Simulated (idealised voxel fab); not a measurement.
The document below concerns the process module designated voxel capacitor over wiring.
Pictured: cross-section cut, 165 nm wide, on a grid of 5 nm square cells.
Throughout this document, each cross-section is represented as a grid of square cells and is presented as a sequence of bands enumerated from the top downward, where a band comprises one or more rows of cells.
Basically the band line says how high the top is and how high the bottom is, in nm, and then what's in it from left to right, every material with its width in nm. Empty space shows up as "air", and if a single material carries "full width" it runs the full band edge to edge.
Heights are measured from 0, the level below which the as-received wafer is all one material; the lowest band has no bottom and continues downward, written as in "top 0, no bottom".
Width: "30 to 40" (first number = top row, second number = bottom row, same change from row to row of cells).
It should be understood that the words "everything unchanged", when stated for a given step, signify that the cross-section underwent no change in any of its cells during that step.
"Enclosed void list" - sealed voids, min. 8 cells, no opening to top; format: width x height at distance (distance from left edge; nm throughout).
Read whatever lies past the settings on a step's line as the simulator's own remark about the step.
Each step line may optionally specify "overlay nm", which for a step with a mask gives the rightward distance between the mask's planned place and where it lay, a negative value indicating the leftward direction.
Here's what the planned process steps look like
1: RECEIVE [material Si]
2: CONFORMAL_DEP [material SiO2] [thk nm 15]
3: CONFORMAL_DEP [material SiN] [thk nm 5]
4: DIRECTIONAL_DEP [material lowk] [thk nm 20]
5: PATTERN [tone open] [mask id METAL_1] [material resist] [width nm 25] [pitch nm 90] [thk nm 15] [overlay nm 0]
6: DIRECTIONAL_ETCH [etch materials lowk] [depth nm 20]
7: DIRECTIONAL_ETCH [etch materials SiN] [depth nm 5]
8: STRIP [etch materials resist]
9: CONFORMAL_DEP [material TiN] [thk nm 5]
10: FILL_DEP [material W] [thk nm 10]
11: CMP [height nm 40]
12: CONFORMAL_DEP [material SiCN] [thk nm 5]
13: DIRECTIONAL_DEP [material SiO2] [thk nm 15]
14: MASKED_ETCH [tone open] [mask id PLUG_1] [width nm 15] [etch materials SiO2] [depth nm 15] [overlay nm 0]
15: MASKED_ETCH [tone open] [mask id PLUG_1] [width nm 15] [etch materials SiCN] [depth nm 5] [overlay nm 0]
16: EPI [material Ru] [thk nm 10]
17: EPI [material Ru] [thk nm 10]
18: DIRECTIONAL_DEP [material TiN] [thk nm 10]
19: DIRECTIONAL_DEP [material SiN] [thk nm 5]
20: DIRECTIONAL_DEP [material TiN] [thk nm 10]
21: PATTERN [tone cover] [mask id UPPER_PLATE] [material resist] [width nm 70] [thk nm 20] [overlay nm 0]
22: DIRECTIONAL_ETCH [etch materials TiN] [depth nm 10]
23: DIRECTIONAL_ETCH [etch materials SiN] [depth nm 5]
24: STRIP [etch materials resist]
25: MASKED_ETCH [tone cover] [mask id LOWER_PLATE] [width nm 80] [etch materials TiN] [depth nm 10] [overlay nm 0]
26: FILL_DEP [material SiO2] [thk nm 20]
27: CMP [height nm 100]
28: DIRECTIONAL_DEP [material aC] [thk nm 15]
29: PATTERN [tone open] [mask id PLUG_2] [material resist] [width nm 15] [thk nm 35] [overlay nm 0]
30: DIRECTIONAL_ETCH [etch materials aC] [depth nm 15]
31: STRIP [etch materials resist]
32: DIRECTIONAL_ETCH [etch materials SiO2] [depth nm 15]
33: STRIP [etch materials aC]
34: CONFORMAL_DEP [material TiN] [thk nm 5]
35: FILL_DEP [material Ru] [thk nm 10]
36: CMP [height nm 100]
37: CONFORMAL_DEP [material SiCN] [thk nm 5]
Cross-sectional view of the wafer in its as-received condition, corresponding to the state after step 1
	top 0, no bottom = Si full width
	Enclosed void list: none
One mistake in running the module, otherwise start and plan as above: cross-section at the end
	top 105, bottom 100 = SiCN full width
	top 100, bottom 90 = 40 of SiO2 / 5 of TiN / 5 of Ru / 5 of TiN / 110 of SiO2
	top 90, bottom 85 = 40 of SiO2 / 15 of TiN / 110 of SiO2
	top 85, bottom 75 = 35 of SiO2 / 70 of TiN / 60 of SiO2
	top 75, bottom 70 = 35 of SiO2 / 70 of SiN / 60 of SiO2
	top 70, bottom 60 = 30 of SiO2 / 80 of TiN / 55 of SiO2
	top 60, bottom 45 = 35 of SiO2 / 15 of Ru / 115 of SiO2
	top 45, bottom 40 = 35 of SiCN / 15 of Ru / 115 of SiCN
	top 40, bottom 20 = 25 of lowk / 5 of TiN / 15 of W / 5 of TiN / 65 of lowk / 5 of TiN / 15 of W / 5 of TiN / 25 of lowk
	top 20, bottom 15 = 25 of SiN / 25 of TiN / 65 of SiN / 25 of TiN / 25 of SiN
	top 15, bottom 0 = SiO2 full width
	top 0, no bottom = Si full width
	Enclosed void list: none
What went wrong in running the wafer? step 29 off recipe, ran as PATTERN [tone open] [mask id PLUG_2] [material resist] [width nm 15] [thk nm 35] [overlay nm -5]
